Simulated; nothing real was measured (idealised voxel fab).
process module | voxel gate over fins
cross-section cut | 140 nm wide | cells 5 nm
A cross-section is a grid of square cells, given in bands from the top down. A band is one or more rows of cells.
Each band's line starts with the height of the band's top and of its bottom, in nm. Then come its materials from left to right, each with its width in nm. One material with "throughout" fills the band from edge to edge. "air" is empty space.
Height 0 is the level under which the wafer as received is all one material. The lowest band goes on downwards, as in "0 down".
A width such as "30 to 40" changes by the same amount from each row of cells to the next, from the band's top row to its bottom row.
"no change" after a step means that no cell of the cross-section changed.
closed voids: empty space of 8 cells or more with no open way to the top, each as width x height at its distance from the left edge, in nm
after a step's settings: what the simulator itself notes on the step
overlay nm, on a step with a mask: how far to the right of its planned place the mask lay; to the left if negative
plan
1 op RECEIVE | material Si
2 op CONFORMAL_DEP | material SiN | thk nm 5
3 op PATTERN | tone cover | mask id FINS | material resist | width nm 15 | pitch nm 60 | thk nm 20 | overlay nm 0
4 op DIRECTIONAL_ETCH | etch materials SiN | depth nm 5
5 op DIRECTIONAL_ETCH | etch materials Si | depth nm 40
6 op STRIP | etch materials resist
7 op OXIDIZE | depth nm 5
8 op FILL_DEP | material SiO2 | thk nm 15
9 op CMP | height nm 5
10 op PATTERN | tone open | mask id RAIL | material resist | width nm 15 | thk nm 15 | overlay nm 0
11 op DIRECTIONAL_ETCH | etch materials SiO2 | depth nm 40
12 op STRIP | etch materials resist
13 op CONFORMAL_DEP | material TiN | thk nm 5
14 op FILL_DEP | material W | thk nm 10
15 op CMP | height nm 5
16 op SELECTIVE_ETCH | etch materials W Ru TiN | depth nm 20
17 op FILL_DEP | material SiO2 | thk nm 5
18 op CMP | height nm 5
19 op SELECTIVE_ETCH | etch materials SiO2 | depth nm 15
20 op STRIP | etch materials SiN
21 op CONFORMAL_DEP | material HfO2 | thk nm 5
22 op CONFORMAL_DEP | material TiN | thk nm 5
23 op CONFORMAL_DEP | material TiAl | thk nm 5
24 op CONFORMAL_DEP | material TiN | thk nm 5
25 op FILL_DEP | material W | thk nm 10
26 op CMP | height nm 25
27 op CONFORMAL_DEP | material SiCN | thk nm 10
as received, after step 1
  0 down: Si throughout
  closed voids: none
a wafer at the end: this start, this plan, one mistake
  35 to 25: SiCN throughout
  25 to 15: W throughout
  15 to 5: W 20 | TiN 35 | W 25 | TiN 35 | W 25
  5 to 0: TiN 30 | HfO2 15 | TiN 45 | HfO2 15 | TiN 35
  0 to -5: TiN 30 | HfO2 5 | Si 5 | HfO2 5 | TiN 45 | HfO2 5 | Si 5 | HfO2 5 | TiN 35
  -5 to -10: HfO2 35 | Si 5 | HfO2 55 | Si 5 | HfO2 40
  -10 to -15: SiO2 35 | Si 5 | SiO2 55 | Si 5 | SiO2 40
  -15 to -30: SiO2 35 | Si 5 | SiO2 20 | TiN 5 | W 5 | TiN 5 | SiO2 20 | Si 5 | SiO2 40
  -30 to -35: SiO2 35 | Si 5 | SiO2 20 | TiN 15 | SiO2 20 | Si 5 | SiO2 40
  -35 to -45: SiO2 35 | Si 5 | SiO2 55 | Si 5 | SiO2 40
  -45 down: Si throughout
  closed voids: none
what went wrong: step 23 was left out
